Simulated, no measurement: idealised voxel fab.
Title: Process Module voxel transistor to metal
Shown is cross-section cut, with a width of 295 nm and square cells of size 5 nm.
If you're reading a cross-section in this doc, picture square cells in a grid; it comes to you as bands, top ones listed first down to the bottom, and a band can be one or more rows of cells. It is stipulated that each band's entry specify, in nanometres, the height of the top of the band and then that of its bottom, followed by the materials of the band in left-to-right sequence, each together with its width in nanometres. A single material marked by the word "everywhere" is understood to fill the band from edge to edge; the word "blank" is understood to denote empty space. Basically, 0 is our baseline, since under it the wafer straight out of the box is all one material. The bottom band has no lower end and keeps on going down, so it looks like "0 -> down". Think of "30..40" as a width that walks from the first number to the second as you go down the band, top row to bottom row, taking equal-sized steps from row to row. Step note "no modifications" = no cross-section cell changed. So "Closed-off voids" is basically the list of trapped voids: any empty space of 8 cells or more that can't reach the top through an opening. They're written width x height at distance, the distance being from the left edge, and it's all nm. Formally, on a step line, whatever follows the settings is a remark that the simulator itself makes on the step. The "overlay nm" setting may appear on a step's line; for a step that uses a mask, it gives how far to the right of its planned position the mask lay, and a negative value indicates the left.
Planned process steps:
1,RECEIVE (material Si)
2,CONFORMAL_DEP (material SiO2; thk nm 5)
3,CONFORMAL_DEP (material SiN; thk nm 10)
4,DIRECTIONAL_DEP (material aC; thk nm 10)
5,PATTERN (tone cover; mask id ACTIVE; material resist; width nm 95; pitch nm 120; thk nm 25; overlay nm 0)
6,DIRECTIONAL_ETCH (etch materials aC; depth nm 10)
7,STRIP (etch materials resist)
8,DIRECTIONAL_ETCH (etch materials SiN; depth nm 10)
9,DIRECTIONAL_ETCH (etch materials SiO2; depth nm 5)
10,DIRECTIONAL_ETCH (etch materials Si; depth nm 30)
11,STRIP (etch materials aC)
12,FILL_DEP (material SiO2; thk nm 10)
13,CMP (height nm 15)
14,SELECTIVE_ETCH (etch materials SiO2; depth nm 5)
15,STRIP (etch materials SiN)
16,SELECTIVE_ETCH (etch materials SiO2; depth nm 5)
17,OXIDIZE (depth nm 5)
18,DIRECTIONAL_DEP (material polySi; thk nm 20)
19,DIRECTIONAL_DEP (material SiCN; thk nm 10)
20,MASKED_ETCH (tone cover; mask id GATE; width nm 25; pitch nm 120; etch materials SiCN; depth nm 20; overlay nm -5)
21,MASKED_ETCH (tone cover; mask id GATE; width nm 25; pitch nm 120; etch materials polySi; depth nm 30; overlay nm 0)
22,CONFORMAL_DEP (material SiO2; thk nm 5)
23,DIRECTIONAL_ETCH (etch materials SiO2; depth nm 5)
24,CONFORMAL_DEP (material SiN; thk nm 5)
25,DIRECTIONAL_ETCH (etch materials SiN; depth nm 5)
26,DIRECTIONAL_ETCH (etch materials SiO2; depth nm 5)
27,DIRECTIONAL_ETCH (etch materials Si; depth nm 15)
28,EPI (material nSi; thk nm 15)
29,FILL_DEP (material SiO2; thk nm 10)
30,CMP (height nm 20)
31,STRIP (etch materials polySi)
32,SELECTIVE_ETCH (etch materials SiO2; depth nm 5)
33,CONFORMAL_DEP (material HfO2; thk nm 5)
34,CONFORMAL_DEP (material TiN; thk nm 5)
35,FILL_DEP (material W; thk nm 5)
36,CMP (height nm 15)
37,DIRECTIONAL_DEP (material SiO2; thk nm 10)
38,MASKED_ETCH (tone open; mask id CONTACT; width nm 15; etch materials SiO2; depth nm 15; overlay nm 0)
39,CONFORMAL_DEP (material TiN; thk nm 5)
40,FILL_DEP (material Ru; thk nm 10)
41,CMP (height nm 25)
42,DIRECTIONAL_DEP (material TiN; thk nm 5)
43,DIRECTIONAL_DEP (material Ru; thk nm 20)
44,DIRECTIONAL_DEP (material aC; thk nm 10)
45,PATTERN (tone cover; mask id METAL_1; material resist; width nm 15; thk nm 30; overlay nm 0)
46,DIRECTIONAL_ETCH (etch materials aC; depth nm 10)
47,STRIP (etch materials resist)
48,DIRECTIONAL_ETCH (etch materials Ru; depth nm 20)
49,DIRECTIONAL_ETCH (etch materials TiN; depth nm 5)
50,STRIP (etch materials aC)
51,CONFORMAL_DEP (material SiCN; thk nm 5)
52,FILL_DEP (material SiO2; thk nm 10)
53,CMP (height nm 50)
54,CONFORMAL_DEP (material SiCN; thk nm 5)
Where the wafers of this document differ is in the overlay nm of step 20; they start out the same, and the plan states the value that applied to the first wafer.
First of several wafers (as received, post step 1), cross-sectional view:
- 0 -> down | Si everywhere
- Closed-off voids: none
Quick look at the cross-section of the first of several wafers after step 54, which wraps up the module:
- 55 -> 50 | SiCN everywhere
- 50 -> 30 | 40 of SiO2 | 5 of SiCN | 15 of Ru | 5 of SiCN | 45 of SiO2 | 5 of SiCN | 15 of Ru | 5 of SiCN | 25 of SiO2 | 5 of SiCN | 15 of Ru | 5 of SiCN | 45 of SiO2 | 5 of SiCN | 15 of Ru | 5 of SiCN | 40 of SiO2
- 30 -> 25 | 45 of SiCN | 15 of TiN | 55 of SiCN | 15 of TiN | 35 of SiCN | 15 of TiN | 55 of SiCN | 15 of TiN | 45 of SiCN
- 25 -> 15 | 45 of SiO2 | 5 of TiN | 5 of Ru | 5 of TiN | 55 of SiO2 | 5 of TiN | 5 of Ru | 5 of TiN | 35 of SiO2 | 5 of TiN | 5 of Ru | 5 of TiN | 55 of SiO2 | 5 of TiN | 5 of Ru | 5 of TiN | 45 of SiO2
- 15 -> 10 | 45 of SiO2 | 15 of TiN | 5 of SiN | 5 of HfO2 | 5 of TiN | 20 of W | 5 of TiN | 5 of HfO2 | 5 of SiN | 5 of SiO2 | 15 of TiN | 35 of SiO2 | 15 of TiN | 5 of SiN | 5 of HfO2 | 5 of TiN | 20 of W | 5 of TiN | 5 of HfO2 | 5 of SiN | 5 of SiO2 | 15 of TiN | 45 of SiO2
- 10 -> 5 | 40 of SiO2 | 20 of nSi | 5 of SiN | 5 of HfO2 | 5 of TiN | 20 of W | 5 of TiN | 5 of HfO2 | 5 of SiN | 25 of nSi | 25 of SiO2 | 20 of nSi | 5 of SiN | 5 of HfO2 | 5 of TiN | 20 of W | 5 of TiN | 5 of HfO2 | 5 of SiN | 25 of nSi | 40 of SiO2
- 5 -> 0 | 40 of SiO2 | 5 of SiN | 15 of nSi | 5 of SiN | 5 of HfO2 | 30 of TiN | 5 of HfO2 | 5 of SiN | 20 of nSi | 5 of SiN | 25 of SiO2 | 5 of SiN | 15 of nSi | 5 of SiN | 5 of HfO2 | 30 of TiN | 5 of HfO2 | 5 of SiN | 20 of nSi | 5 of SiN | 40 of SiO2
- 0 -> -5 | 45 of SiO2 | 15 of nSi | 5 of SiO2 | 40 of HfO2 | 5 of SiO2 | 20 of nSi | 35 of SiO2 | 15 of nSi | 5 of SiO2 | 40 of HfO2 | 5 of SiO2 | 20 of nSi | 45 of SiO2
- -5 -> -20 | 40 of SiO2 | 5 of Si | 15 of nSi | 50 of Si | 20 of nSi | 5 of Si | 25 of SiO2 | 5 of Si | 15 of nSi | 50 of Si | 20 of nSi | 5 of Si | 40 of SiO2
- -20 -> -30 | 40 of SiO2 | 95 of Si | 25 of SiO2 | 95 of Si | 40 of SiO2
- -30 -> down | Si everywhere
- Closed-off voids: none
Last wafer, end of module, cross-section:
- 55 -> 50 | SiCN everywhere
- 50 -> 30 | 40 of SiO2 | 5 of SiCN | 15 of Ru | 5 of SiCN | 45 of SiO2 | 5 of SiCN | 15 of Ru | 5 of SiCN | 25 of SiO2 | 5 of SiCN | 15 of Ru | 5 of SiCN | 45 of SiO2 | 5 of SiCN | 15 of Ru | 5 of SiCN | 40 of SiO2
- 30 -> 25 | 45 of SiCN | 15 of TiN | 55 of SiCN | 15 of TiN | 35 of SiCN | 15 of TiN | 55 of SiCN | 15 of TiN | 45 of SiCN
- 25 -> 15 | 45 of SiO2 | 5 of TiN | 5 of Ru | 5 of TiN | 55 of SiO2 | 5 of TiN | 5 of Ru | 5 of TiN | 35 of SiO2 | 5 of TiN | 5 of Ru | 5 of TiN | 55 of SiO2 | 5 of TiN | 5 of Ru | 5 of TiN | 45 of SiO2
- 15 -> 10 | 45 of SiO2 | 15 of TiN | 5 of SiO2 | 5 of SiN | 5 of HfO2 | 5 of TiN | 20 of W | 5 of TiN | 5 of HfO2 | 5 of SiN | 15 of TiN | 35 of SiO2 | 15 of TiN | 5 of SiO2 | 5 of SiN | 5 of HfO2 | 5 of TiN | 20 of W | 5 of TiN | 5 of HfO2 | 5 of SiN | 15 of TiN | 45 of SiO2
- 10 -> 5 | 40 of SiO2 | 25 of nSi | 5 of SiN | 5 of HfO2 | 5 of TiN | 20 of W | 5 of TiN | 5 of HfO2 | 5 of SiN | 20 of nSi | 25 of SiO2 | 25 of nSi | 5 of SiN | 5 of HfO2 | 5 of TiN | 20 of W | 5 of TiN | 5 of HfO2 | 5 of SiN | 20 of nSi | 40 of SiO2
- 5 -> 0 | 40 of SiO2 | 5 of SiN | 20 of nSi | 5 of SiN | 5 of HfO2 | 30 of TiN | 5 of HfO2 | 5 of SiN | 15 of nSi | 5 of SiN | 25 of SiO2 | 5 of SiN | 20 of nSi | 5 of SiN | 5 of HfO2 | 30 of TiN | 5 of HfO2 | 5 of SiN | 15 of nSi | 5 of SiN | 40 of SiO2
- 0 -> -5 | 45 of SiO2 | 20 of nSi | 5 of SiO2 | 40 of HfO2 | 5 of SiO2 | 15 of nSi | 35 of SiO2 | 20 of nSi | 5 of SiO2 | 40 of HfO2 | 5 of SiO2 | 15 of nSi | 45 of SiO2
- -5 -> -20 | 40 of SiO2 | 5 of Si | 20 of nSi | 50 of Si | 15 of nSi | 5 of Si | 25 of SiO2 | 5 of Si | 20 of nSi | 50 of Si | 15 of nSi | 5 of Si | 40 of SiO2
- -20 -> -30 | 40 of SiO2 | 95 of Si | 25 of SiO2 | 95 of Si | 40 of SiO2
- -30 -> down | Si everywhere
- Closed-off voids: none
Row per wafer, end-of-module: cell gain (+)/loss (-) by material since the wafer came in, then closed voids:
overlay nm -5; +28 HfO2; +56 Ru; -206 Si; +138 SiCN; +16 SiN; +453 SiO2; +60 TiN; +16 W; +88 nSi; Closed-off voids: none
overlay nm 0; +26 HfO2; +56 Ru; -212 Si; +138 SiCN; +16 SiN; +455 SiO2; +58 TiN; +12 W; +100 nSi; Closed-off voids: none
overlay nm 5; +28 HfO2; +56 Ru; -206 Si; +138 SiCN; +16 SiN; +453 SiO2; +60 TiN; +16 W; +88 nSi; Closed-off voids: none
